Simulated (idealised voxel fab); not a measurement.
Process module in this document: voxel transistor to metal
Section cut is 285 nm wide and gridded with 5 nm square cells.
Cross-section, as written here: a square-cell grid given band by band from the top down, where a band holds one or more rows of cells. Each band's line starts with the height of the band's top and of its bottom, in nm. Then come its materials from left to right, each with its width in nm. One material with "all across" fills the band from edge to edge. "empty" is empty space. All heights in this document are referenced to 0, defined as the level beneath which the wafer, as received, consists entirely of one material. The lowest band is not bounded below; it extends indefinitely downward and is written in the form "0..down". With a width like "30->40", each row of cells in the band differs from the next by the same amount, the top row carrying the first number and the bottom row the second. "everything unchanged" (step): cross-section cells unchanged, all of them. "Closed void register": sealed empty spaces, 8 cells or more, no open way to top, listed width x height at distance, with distance from the left edge and width, height and distance in nm. That trailing text on a step's line, after the settings, is the simulator's own remark on the step. "overlay nm" answers the question of how far to the right of plan the mask lay on a step that has a mask, and when it is negative the answer is to the left.

-- Intended process steps
1. RECEIVE,material Si
2. CONFORMAL_DEP,material SiO2,thk nm 5
3. CONFORMAL_DEP,material SiN,thk nm 10
4. PATTERN,tone cover,mask id ACTIVE,material resist,width nm 105,pitch nm 135,thk nm 20,overlay nm 0
5. DIRECTIONAL_ETCH,etch materials SiN,depth nm 10
6. DIRECTIONAL_ETCH,etch materials SiO2,depth nm 5
7. DIRECTIONAL_ETCH,etch materials Si,depth nm 35
8. STRIP,etch materials resist
9. OXIDIZE,depth nm 5
10. FILL_DEP,material SiO2,thk nm 10
11. CMP,height nm 15
12. SELECTIVE_ETCH,etch materials SiO2,depth nm 10
13. STRIP,etch materials SiN
14. SELECTIVE_ETCH,etch materials SiO2,depth nm 5
15. OXIDIZE,depth nm 5
16. DIRECTIONAL_DEP,material polySi,thk nm 25
17. DIRECTIONAL_DEP,material SiCN,thk nm 15
18. MASKED_ETCH,tone cover,mask id GATE,width nm 25,pitch nm 135,etch materials SiCN,depth nm 25,overlay nm 0
19. MASKED_ETCH,tone cover,mask id GATE,width nm 25,pitch nm 135,etch materials polySi,depth nm 35,overlay nm 0
20. CONFORMAL_DEP,material SiN,thk nm 5
21. DIRECTIONAL_ETCH,etch materials SiN,depth nm 5
22. DIRECTIONAL_ETCH,etch materials SiO2,depth nm 5
23. DIRECTIONAL_ETCH,etch materials Si,depth nm 10
24. EPI,material nSi,thk nm 10
25. FILL_DEP,material SiO2,thk nm 5
26. CMP,height nm 40
27. DIRECTIONAL_DEP,material SiO2,thk nm 15
28. PATTERN,tone open,mask id CONTACT,material resist,width nm 15,thk nm 20,overlay nm 0
29. DIRECTIONAL_ETCH,etch materials SiO2,depth nm 60
30. STRIP,etch materials resist
31. CONFORMAL_DEP,material TiN,thk nm 5
32. FILL_DEP,material W,thk nm 5
33. CMP,height nm 55
34. CONFORMAL_DEP,material SiCN,thk nm 5
35. DIRECTIONAL_DEP,material lowk,thk nm 25
36. PATTERN,tone open,mask id METAL_1,material resist,width nm 15,thk nm 15,overlay nm 0
37. DIRECTIONAL_ETCH,etch materials lowk,depth nm 25
38. DIRECTIONAL_ETCH,etch materials SiCN,depth nm 5
39. STRIP,etch materials resist
40. CONFORMAL_DEP,material TiN,thk nm 5
41. FILL_DEP,material Ru,thk nm 10
42. CMP,height nm 85
43. CONFORMAL_DEP,material SiCN,thk nm 5

-- Cross-section of the wafer upon arrival, representing the state reached after step 1
* 0..down | Si all across
* Closed void register: none

-- This is how the wafer looks in cross-section once the module is done, given the starting state and plan above and one mistake in carrying the plan out
* 90..85 | SiCN all across
* 85..60 | 25 of lowk, then 5 of TiN, then 5 of Ru, then 5 of TiN, then 65 of lowk, then 5 of TiN, then 5 of Ru, then 5 of TiN, then 40 of lowk, then 5 of TiN, then 5 of Ru, then 5 of TiN, then 65 of lowk, then 5 of TiN, then 5 of Ru, then 5 of TiN, then 30 of lowk
* 60..55 | 25 of SiCN, then 15 of TiN, then 65 of SiCN, then 15 of TiN, then 40 of SiCN, then 15 of TiN, then 65 of SiCN, then 15 of TiN, then 30 of SiCN
* 55..40 | 25 of SiO2, then 5 of TiN, then 5 of W, then 5 of TiN, then 65 of SiO2, then 5 of TiN, then 5 of W, then 5 of TiN, then 40 of SiO2, then 5 of TiN, then 5 of W, then 5 of TiN, then 65 of SiO2, then 5 of TiN, then 5 of W, then 5 of TiN, then 30 of SiO2
* 40..25 | 25 of SiO2, then 5 of TiN, then 5 of W, then 5 of TiN, then 15 of SiO2, then 5 of SiN, then 25 of SiCN, then 5 of SiN, then 15 of SiO2, then 5 of TiN, then 5 of W, then 5 of TiN, then 40 of SiO2, then 5 of TiN, then 5 of W, then 5 of TiN, then 15 of SiO2, then 5 of SiN, then 25 of SiCN, then 5 of SiN, then 15 of SiO2, then 5 of TiN, then 5 of W, then 5 of TiN, then 30 of SiO2
* 25..5 | 25 of SiO2, then 5 of TiN, then 5 of W, then 5 of TiN, then 15 of SiO2, then 5 of SiN, then 25 of polySi, then 5 of SiN, then 15 of SiO2, then 5 of TiN, then 5 of W, then 5 of TiN, then 40 of SiO2, then 5 of TiN, then 5 of W, then 5 of TiN, then 15 of SiO2, then 5 of SiN, then 25 of polySi, then 5 of SiN, then 15 of SiO2, then 5 of TiN, then 5 of W, then 5 of TiN, then 30 of SiO2
* 5..0 | 25 of SiO2, then 5 of TiN, then 5 of W, then 5 of TiN, then 5 of SiO2, then 10 of nSi, then 5 of SiN, then 25 of polySi, then 5 of SiN, then 10 of nSi, then 5 of SiO2, then 5 of TiN, then 5 of W, then 5 of TiN, then 40 of SiO2, then 5 of TiN, then 5 of W, then 5 of TiN, then 5 of SiO2, then 10 of nSi, then 5 of SiN, then 25 of polySi, then 5 of SiN, then 10 of nSi, then 5 of SiO2, then 5 of TiN, then 5 of W, then 5 of TiN, then 30 of SiO2
* 0..-5 | 5 of SiO2, then 5 of SiN, then 10 of SiO2, then 5 of SiN, then 15 of TiN, then 5 of SiO2, then 10 of nSi, then 35 of SiO2, then 10 of nSi, then 5 of SiO2, then 15 of TiN, then 5 of SiN, then 30 of SiO2, then 5 of SiN, then 15 of TiN, then 5 of SiO2, then 10 of nSi, then 35 of SiO2, then 10 of nSi, then 5 of SiO2, then 15 of TiN, then 5 of SiN, then 10 of SiO2, then 5 of SiN, then 10 of SiO2
* -5..-10 | 5 of SiO2, then 5 of SiN, then 10 of SiO2, then 5 of SiN, then 5 of SiO2, then 25 of nSi, then 35 of Si, then 25 of nSi, then 5 of SiO2, then 5 of SiN, then 30 of SiO2, then 5 of SiN, then 5 of SiO2, then 25 of nSi, then 35 of Si, then 25 of nSi, then 5 of SiO2, then 5 of SiN, then 10 of SiO2, then 5 of SiN, then 10 of SiO2
* -10..-15 | 30 of SiO2, then 25 of nSi, then 35 of Si, then 25 of nSi, then 50 of SiO2, then 25 of nSi, then 35 of Si, then 25 of nSi, then 35 of SiO2
* -15..-40 | 25 of SiO2, then 95 of Si, then 40 of SiO2, then 95 of Si, then 30 of SiO2
* -40..down | Si all across
* Closed void register: none
what went wrong: so 12 and 13 got swapped relative to the plan, each ran where the other was supposed to
